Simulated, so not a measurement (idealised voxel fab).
Process module heading - voxel wiring stack
We display cut, a cross-section 220 nm in width whose square cells are each 5 nm.
Cross-section layout: square cells on a grid; listed as bands, top to bottom; a band spans one or more cell rows.
For a band, the entry starts with two heights in nm, that of the top and then that of the bottom, and carries on with the band's materials in order from left to right, each alongside its width in nm; the word "throughout" beside a single material means it fills the band edge to edge, and "air" means empty space.
Beneath 0, the wafer as received is one material, and that level is where height counting begins. The lowest band goes on downward without a bottom; it is written like "0 down".
The expression "30 to 40" gives the width at the extremes of the band, the first number at its top row of cells and the second at its bottom row, with the width changing by equal amounts from each row to the next in between.
You'll sometimes find "nothing changed" written for a step, and that's the way of saying that nowhere in the cross-section did a cell change during that step.
If an empty space has no open way to the top and is at least 8 cells in size, "Enclosed internal voids" lists it, written width x height at distance, where distance is measured from the left edge and every value is in nm.
Heads up: the bit after the settings on a step's line is the simulator's remark on that step.
"overlay nm" on a masked step: distance the mask lay right of its planned place, negative for left.

[The process steps that were planned are listed below]
1) RECEIVE,material Si
2) CONFORMAL_DEP,material SiO2,thk nm 15
3) CONFORMAL_DEP,material SiN,thk nm 5
4) DIRECTIONAL_DEP,material SiO2,thk nm 25
5) PATTERN,tone open,mask id METAL_1,material resist,width nm 25,pitch nm 50,thk nm 20,overlay nm 0
6) DIRECTIONAL_ETCH,etch materials SiO2,depth nm 25
7) DIRECTIONAL_ETCH,etch materials SiN,depth nm 5
8) STRIP,etch materials resist
9) CONFORMAL_DEP,material TiN,thk nm 5
10) FILL_DEP,material W,thk nm 5
11) CMP,height nm 45
12) CONFORMAL_DEP,material SiCN,thk nm 5
13) DIRECTIONAL_DEP,material SiO2,thk nm 10
14) PATTERN,tone open,mask id PLUG_1,material resist,width nm 15,pitch nm 50,thk nm 20,overlay nm 0
15) DIRECTIONAL_ETCH,etch materials SiO2,depth nm 10
16) DIRECTIONAL_ETCH,etch materials SiCN,depth nm 5
17) STRIP,etch materials resist
18) EPI,material Ru,thk nm 10
19) EPI,material Ru,thk nm 5
20) DIRECTIONAL_DEP,material TiN,thk nm 5
21) DIRECTIONAL_DEP,material Ru,thk nm 25
22) PATTERN,tone cover,mask id METAL_2,material resist,width nm 25,pitch nm 50,thk nm 15,overlay nm 0
23) DIRECTIONAL_ETCH,etch materials Ru,depth nm 25
24) DIRECTIONAL_ETCH,etch materials TiN,depth nm 5
25) STRIP,etch materials resist
26) FILL_DEP,material SiO2,thk nm 10
27) CMP,height nm 90
28) CONFORMAL_DEP,material SiN,thk nm 5

[First of the two wafers, run per plan]

[As received (post step 1): cross-section]
* 0 down = Si throughout
* Enclosed internal voids: none

[Upon completion of step 2, the wafer appears in cross-section as shown]
* 15 to 0 = SiO2 throughout
* Everything under 0 stays put, no change at all.

[Upon completion of step 3, the wafer appears in cross-section as shown]
* 20 to 15 = SiN throughout
* Everything under 15 stays put, no change at all.

[Upon completion of step 4, the wafer appears in cross-section as shown]
* 45 to 20 = SiO2 throughout
* Everything under 20 stays put, no change at all.

[Upon completion of step 5, the wafer appears in cross-section as shown]
* 65 to 45 = resist=70, air=25, resist=25, air=25, resist=75
* Everything under 45 stays put, no change at all.

[Upon completion of step 6, the wafer appears in cross-section as shown]
* 65 to 45 = resist=70, air=25, resist=25, air=25, resist=75
* 45 to 20 = SiO2=70, air=25, SiO2=25, air=25, SiO2=75
* Everything under 20 stays put, no change at all.

[Upon completion of step 7, the wafer appears in cross-section as shown]
* 65 to 45 = resist=70, air=25, resist=25, air=25, resist=75
* 45 to 20 = SiO2=70, air=25, SiO2=25, air=25, SiO2=75
* 20 to 15 = SiN=70, air=25, SiN=25, air=25, SiN=75
* Everything under 15 stays put, no change at all.

[Upon completion of step 8, the wafer appears in cross-section as shown]
* 45 to 20 = SiO2=70, air=25, SiO2=25, air=25, SiO2=75
* Everything under 20 stays put, no change at all.

[Upon completion of step 9, the wafer appears in cross-section as shown]
* 50 to 45 = TiN=75, air=15, TiN=35, air=15, TiN=80
* 45 to 20 = SiO2=70, TiN=5, air=15, TiN=5, SiO2=25, TiN=5, air=15, TiN=5, SiO2=75
* 20 to 15 = SiN=70, TiN=25, SiN=25, TiN=25, SiN=75
* Everything under 15 stays put, no change at all.

[Upon completion of step 10, the wafer appears in cross-section as shown]
* 55 to 50 = W throughout
* 50 to 45 = TiN=75, W=15, TiN=35, W=15, TiN=80
* 45 to 20 = SiO2=70, TiN=5, W=15, TiN=5, SiO2=25, TiN=5, W=15, TiN=5, SiO2=75
* Everything under 20 stays put, no change at all.

[Upon completion of step 11, the wafer appears in cross-section as shown]
* 45 to 20 = SiO2=70, TiN=5, W=15, TiN=5, SiO2=25, TiN=5, W=15, TiN=5, SiO2=75
* Everything under 20 stays put, no change at all.

[Upon completion of step 12, the wafer appears in cross-section as shown]
* 50 to 45 = SiCN throughout
* Everything under 45 stays put, no change at all.

[Upon completion of step 13, the wafer appears in cross-section as shown]
* 60 to 50 = SiO2 throughout
* Everything under 50 stays put, no change at all.

[Upon completion of step 14, the wafer appears in cross-section as shown]
* 80 to 60 = resist=70, air=15, resist=35, air=15, resist=85
* Everything under 60 stays put, no change at all.

[Upon completion of step 15, the wafer appears in cross-section as shown]
* 80 to 60 = resist=70, air=15, resist=35, air=15, resist=85
* 60 to 50 = SiO2=70, air=15, SiO2=35, air=15, SiO2=85
* Everything under 50 stays put, no change at all.

[Upon completion of step 16, the wafer appears in cross-section as shown]
* 80 to 60 = resist=70, air=15, resist=35, air=15, resist=85
* 60 to 50 = SiO2=70, air=15, SiO2=35, air=15, SiO2=85
* 50 to 45 = SiCN=70, air=15, SiCN=35, air=15, SiCN=85
* Everything under 45 stays put, no change at all.

[Upon completion of step 17, the wafer appears in cross-section as shown]
* 60 to 50 = SiO2=70, air=15, SiO2=35, air=15, SiO2=85
* Everything under 50 stays put, no change at all.

[Upon completion of step 18, the wafer appears in cross-section as shown]
* 60 to 55 = SiO2=70, air=15, SiO2=35, air=15, SiO2=85
* 55 to 50 = SiO2=70, Ru=15, SiO2=35, Ru=15, SiO2=85
* 50 to 45 = SiCN=70, Ru=15, SiCN=35, Ru=15, SiCN=85
* Everything under 45 stays put, no change at all.

[Upon completion of step 19, the wafer appears in cross-section as shown]
* 60 to 50 = SiO2=70, Ru=15, SiO2=35, Ru=15, SiO2=85
* Everything under 50 stays put, no change at all.

[Upon completion of step 20, the wafer appears in cross-section as shown]
* 65 to 60 = TiN throughout
* Everything under 60 stays put, no change at all.

[Upon completion of step 21, the wafer appears in cross-section as shown]
* 90 to 65 = Ru throughout
* Everything under 65 stays put, no change at all.

[Upon completion of step 22, the wafer appears in cross-section as shown]
* 105 to 90 = air=70, resist=25, air=25, resist=25, air=75
* Everything under 90 stays put, no change at all.

[Upon completion of step 23, the wafer appears in cross-section as shown]
* 105 to 90 = air=70, resist=25, air=25, resist=25, air=75
* 90 to 65 = air=70, Ru=25, air=25, Ru=25, air=75
* Everything under 65 stays put, no change at all.

[Upon completion of step 24, the wafer appears in cross-section as shown]
* 105 to 90 = air=70, resist=25, air=25, resist=25, air=75
* 90 to 65 = air=70, Ru=25, air=25, Ru=25, air=75
* 65 to 60 = air=70, TiN=25, air=25, TiN=25, air=75
* Everything under 60 stays put, no change at all.

[Upon completion of step 25, the wafer appears in cross-section as shown]
* 90 to 65 = air=70, Ru=25, air=25, Ru=25, air=75
* Everything under 65 stays put, no change at all.

[Upon completion of step 26, the wafer appears in cross-section as shown]
* 100 to 90 = SiO2 throughout
* 90 to 65 = SiO2=70, Ru=25, SiO2=25, Ru=25, SiO2=75
* 65 to 60 = SiO2=70, TiN=25, SiO2=25, TiN=25, SiO2=75
* Everything under 60 stays put, no change at all.

[Upon completion of step 27, the wafer appears in cross-section as shown]
* 90 to 65 = SiO2=70, Ru=25, SiO2=25, Ru=25, SiO2=75
* Everything under 65 stays put, no change at all.

[Upon completion of step 28, the wafer appears in cross-section as shown]
* 95 to 90 = SiN throughout
* Everything under 90 stays put, no change at all.

[Second wafer - shared start and plan with the first - one error in running - same as the first up to step 12 inclusive]

[Look at the second wafer in cross-section at the time step 13 ought to have finished]
* 60 to 50 = TiN throughout
* Everything under 50 stays put, no change at all.

[Look at the second wafer in cross-section at the time step 14 ought to have finished]
* 80 to 60 = resist=70, air=15, resist=35, air=15, resist=85
* Everything under 60 stays put, no change at all.

Look at the second wafer in cross-section at the time step 15 ought to have finished: nothing changed

Look at the second wafer in cross-section at the time step 16 ought to have finished: nothing changed

[Look at the second wafer in cross-section at the time step 17 ought to have finished]
* 60 to 50 = TiN throughout
* Everything under 50 stays put, no change at all.

[Look at the second wafer in cross-section at the time step 18 ought to have finished]
* 70 to 60 = Ru throughout
* Everything under 60 stays put, no change at all.

[Look at the second wafer in cross-section at the time step 19 ought to have finished]
* 75 to 60 = Ru throughout
* Everything under 60 stays put, no change at all.

[Look at the second wafer in cross-section at the time step 20 ought to have finished]
* 80 to 75 = TiN throughout
* Everything under 75 stays put, no change at all.

[Look at the second wafer in cross-section at the time step 21 ought to have finished]
* 105 to 80 = Ru throughout
* Everything under 80 stays put, no change at all.

[Look at the second wafer in cross-section at the time step 22 ought to have finished]
* 120 to 105 = air=70, resist=25, air=25, resist=25, air=75
* Everything under 105 stays put, no change at all.

[Look at the second wafer in cross-section at the time step 23 ought to have finished]
* 120 to 105 = air=70, resist=25, air=25, resist=25, air=75
* 105 to 80 = air=70, Ru=25, air=25, Ru=25, air=75
* Everything under 80 stays put, no change at all.

[Look at the second wafer in cross-section at the time step 24 ought to have finished]
* 120 to 105 = air=70, resist=25, air=25, resist=25, air=75
* 105 to 80 = air=70, Ru=25, air=25, Ru=25, air=75
* 80 to 75 = air=70, TiN=25, air=25, TiN=25, air=75
* Everything under 75 stays put, no change at all.

[Look at the second wafer in cross-section at the time step 25 ought to have finished]
* 105 to 80 = air=70, Ru=25, air=25, Ru=25, air=75
* Everything under 80 stays put, no change at all.

[Look at the second wafer in cross-section at the time step 26 ought to have finished]
* 115 to 105 = SiO2 throughout
* 105 to 80 = SiO2=70, Ru=25, SiO2=25, Ru=25, SiO2=75
* 80 to 75 = SiO2=70, TiN=25, SiO2=25, TiN=25, SiO2=75
* Everything under 75 stays put, no change at all.

[Look at the second wafer in cross-section at the time step 27 ought to have finished]
* 90 to 80 = SiO2=70, Ru=25, SiO2=25, Ru=25, SiO2=75
* Everything under 80 stays put, no change at all.

[Look at the second wafer in cross-section at the time step 28 ought to have finished]
* 95 to 90 = SiN throughout
* Everything under 90 stays put, no change at all.
Against the plan, the run slipped here: not per plan at step 13, really ran DIRECTIONAL_DEP,material TiN,thk nm 10
Final cells, second wafer relative to first, materials higher or lower: Ru +84; SiCN +6; SiO2 -178; TiN +88
